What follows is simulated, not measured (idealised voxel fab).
process module | voxel ribs on slabs
cross-section cut | 155 nm wide | cells 5 nm
A cross-section is a grid of square cells, given in bands from the top down. A band is one or more rows of cells.
Each band's line starts with the height of the band's top and of its bottom, in nm. Then come its materials from left to right, each with its width in nm. One material with "throughout" fills the band from edge to edge. "air" is empty space.
Height 0 is the level under which the wafer as received is all one material. The lowest band goes on downwards, as in "0 down".
A width such as "30 to 40" changes by the same amount from each row of cells to the next, from the band's top row to its bottom row.
"no change" after a step means that no cell of the cross-section changed.
closed voids: empty space of 8 cells or more with no open way to the top, each as width x height at its distance from the left edge, in nm
after a step's settings: what the simulator itself notes on the step
overlay nm, on a step with a mask: how far to the right of its planned place the mask lay; to the left if negative
plan
1 op RECEIVE | material Si
2 op DIRECTIONAL_DEP | material SiO2 | thk nm 20
3 op DIRECTIONAL_DEP | material SiN | thk nm 20
4 op DIRECTIONAL_DEP | material aC | thk nm 10
5 op PATTERN | tone cover | mask id RIB | material resist | width nm 15 | thk nm 25 | overlay nm 0
6 op DIRECTIONAL_ETCH | etch materials aC | depth nm 10
7 op STRIP | etch materials resist
8 op DIRECTIONAL_ETCH | etch materials SiN | depth nm 5
9 op STRIP | etch materials aC
10 op MASKED_ETCH | tone cover | mask id SLAB | width nm 65 | etch materials SiN | depth nm 15 | overlay nm 0
11 op FILL_DEP | material SiO2 | thk nm 25
12 op CMP | height nm 60
13 op DIRECTIONAL_DEP | material TiN | thk nm 5
14 op DIRECTIONAL_DEP | material aC | thk nm 15
15 op PATTERN | tone cover | mask id HEATER | material resist | width nm 25 | thk nm 35 | overlay nm 0
16 op DIRECTIONAL_ETCH | etch materials aC | depth nm 15
17 op STRIP | etch materials resist
18 op DIRECTIONAL_ETCH | etch materials TiN | depth nm 5
19 op STRIP | etch materials aC
20 op CONFORMAL_DEP | material SiN | thk nm 5
as received, after step 1
  0 down: Si throughout
  closed voids: none
first wafer at the end, as planned
  70 to 65: air 60 | SiN 35 | air 60
  65 to 60: SiN 65 | TiN 25 | SiN 65
  60 to 40: SiO2 throughout
  40 to 35: SiO2 70 | SiN 15 | SiO2 70
  35 to 20: SiO2 45 | SiN 65 | SiO2 45
  20 to 0: SiO2 throughout
  0 down: Si throughout
  closed voids: none
second wafer at the end: like start, like plan, one mistake
  70 to 65: air 60 | SiN 35 | air 60
  65 to 60: SiN 65 | TiN 25 | SiN 65
  60 to 40: SiO2 throughout
  40 to 35: SiO2 70 | SiN 15 | SiO2 70
  35 to 20: SiO2 35 | SiN 65 | SiO2 55
  20 to 0: SiO2 throughout
  0 down: Si throughout
  closed voids: none
what went wrong: step 10 ran as: op MASKED_ETCH | tone cover | mask id SLAB | width nm 65 | etch materials SiN | depth nm 15 | overlay nm -10
at the end the second wafer has, in cells: as many of each material as the first, in other places
